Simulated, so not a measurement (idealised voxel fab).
process module | voxel capacitor over wiring
cross-section cut | 235 nm wide | cells 5 nm
A cross-section is a grid of square cells, given in bands from the top down. A band is one or more rows of cells.
Each band's line starts with the height of the band's top and of its bottom, in nm. Then come its materials from left to right, each with its width in nm. One material with "throughout" fills the band from edge to edge. "air" is empty space.
Height 0 is the level under which the wafer as received is all one material. The lowest band goes on downwards, as in "0 down".
A width such as "30 to 40" changes by the same amount from each row of cells to the next, from the band's top row to its bottom row.
"no change" after a step means that no cell of the cross-section changed.
closed voids: empty space of 8 cells or more with no open way to the top, each as width x height at its distance from the left edge, in nm
after a step's settings: what the simulator itself notes on the step
overlay nm, on a step with a mask: how far to the right of its planned place the mask lay; to the left if negative
plan
1 op RECEIVE | material Si
2 op CONFORMAL_DEP | material SiO2 | thk nm 15
3 op CONFORMAL_DEP | material SiN | thk nm 5
4 op DIRECTIONAL_DEP | material SiO2 | thk nm 15
5 op DIRECTIONAL_DEP | material aC | thk nm 10
6 op PATTERN | tone open | mask id METAL_1 | material resist | width nm 25 | pitch nm 90 | thk nm 30 | overlay nm 0
7 op DIRECTIONAL_ETCH | etch materials aC | depth nm 10
8 op STRIP | etch materials resist
9 op DIRECTIONAL_ETCH | etch materials SiO2 | depth nm 15
10 op DIRECTIONAL_ETCH | etch materials SiN | depth nm 5
11 op STRIP | etch materials aC
12 op CONFORMAL_DEP | material TiN | thk nm 5
13 op FILL_DEP | material Cu | thk nm 5
14 op CMP | height nm 35
15 op EPI | material Ru | thk nm 5
16 op FILL_DEP | material SiCN | thk nm 5
17 op DIRECTIONAL_DEP | material lowk | thk nm 15
18 op DIRECTIONAL_DEP | material aC | thk nm 10
19 op PATTERN | tone open | mask id PLUG_1 | material resist | width nm 15 | thk nm 30 | overlay nm 0
20 op DIRECTIONAL_ETCH | etch materials aC | depth nm 10
21 op STRIP | etch materials resist
22 op DIRECTIONAL_ETCH | etch materials lowk | depth nm 15
23 op DIRECTIONAL_ETCH | etch materials SiCN | depth nm 5
24 op STRIP | etch materials aC
25 op EPI | material Ru | thk nm 10
26 op EPI | material Ru | thk nm 10
27 op DIRECTIONAL_DEP | material TiN | thk nm 5
28 op DIRECTIONAL_DEP | material Al2O3 | thk nm 5
29 op DIRECTIONAL_DEP | material TiN | thk nm 10
30 op MASKED_ETCH | tone cover | mask id UPPER_PLATE | width nm 70 | etch materials TiN | depth nm 10 | overlay nm 0
31 op MASKED_ETCH | tone cover | mask id UPPER_PLATE | width nm 70 | etch materials Al2O3 | depth nm 5 | overlay nm 0
32 op DIRECTIONAL_DEP | material aC | thk nm 15
33 op PATTERN | tone cover | mask id LOWER_PLATE | material resist | width nm 80 | thk nm 35 | overlay nm 0
34 op DIRECTIONAL_ETCH | etch materials aC | depth nm 15
35 op STRIP | etch materials resist
36 op DIRECTIONAL_ETCH | etch materials TiN | depth nm 5
37 op STRIP | etch materials aC
38 op FILL_DEP | material SiO2 | thk nm 15
39 op CMP | height nm 90
40 op DIRECTIONAL_DEP | material aC | thk nm 15
41 op PATTERN | tone open | mask id PLUG_2 | material resist | width nm 15 | thk nm 35 | overlay nm 0
42 op DIRECTIONAL_ETCH | etch materials aC | depth nm 15
43 op STRIP | etch materials resist
44 op DIRECTIONAL_ETCH | etch materials SiO2 | depth nm 10
45 op STRIP | etch materials aC
46 op CONFORMAL_DEP | material TiN | thk nm 5
47 op FILL_DEP | material Ru | thk nm 5
48 op CMP | height nm 90
49 op CONFORMAL_DEP | material SiCN | thk nm 5
as received, after step 1
  0 down: Si throughout
  closed voids: none
first wafer at the end, as planned
  95 to 90: SiCN throughout
  90 to 85: SiO2 80 | TiN 5 | Ru 5 | TiN 5 | SiO2 140
  85 to 80: SiO2 80 | TiN 15 | SiO2 140
  80 to 70: SiO2 70 | TiN 70 | SiO2 95
  70 to 65: SiO2 70 | Al2O3 70 | SiO2 95
  65 to 60: SiO2 65 | TiN 80 | SiO2 90
  60 to 45: lowk 70 | Ru 15 | lowk 150
  45 to 40: SiCN 70 | Ru 15 | SiCN 150
  40 to 35: SiCN 55 | Ru 35 | SiCN 55 | Ru 35 | SiCN 55
  35 to 20: SiO2 60 | TiN 5 | Cu 15 | TiN 5 | SiO2 65 | TiN 5 | Cu 15 | TiN 5 | SiO2 60
  20 to 15: SiN 60 | TiN 25 | SiN 65 | TiN 25 | SiN 60
  15 to 0: SiO2 throughout
  0 down: Si throughout
  closed voids: none
second wafer at the end: like start, like plan, one mistake
  95 to 90: SiCN throughout
  90 to 85: SiO2 80 | TiN 5 | Ru 5 | TiN 5 | SiO2 140
  85 to 80: SiO2 80 | TiN 15 | SiO2 140
  80 to 70: SiO2 70 | TiN 70 | SiO2 95
  70 to 65: SiO2 70 | Al2O3 70 | SiO2 95
  65 to 60: SiO2 65 | TiN 80 | SiO2 90
  60 to 45: lowk 75 | Ru 15 | lowk 145
  45 to 40: SiCN 75 | Ru 15 | SiCN 145
  40 to 35: SiCN 55 | Ru 35 | SiCN 55 | Ru 35 | SiCN 55
  35 to 20: SiO2 60 | TiN 5 | Cu 15 | TiN 5 | SiO2 65 | TiN 5 | Cu 15 | TiN 5 | SiO2 60
  20 to 15: SiN 60 | TiN 25 | SiN 65 | TiN 25 | SiN 60
  15 to 0: SiO2 throughout
  0 down: Si throughout
  closed voids: none
what went wrong: step 19 ran as: op PATTERN | tone open | mask id PLUG_1 | material resist | width nm 15 | thk nm 30 | overlay nm 5
at the end the second wafer has, in cells: as many of each material as the first, in other places
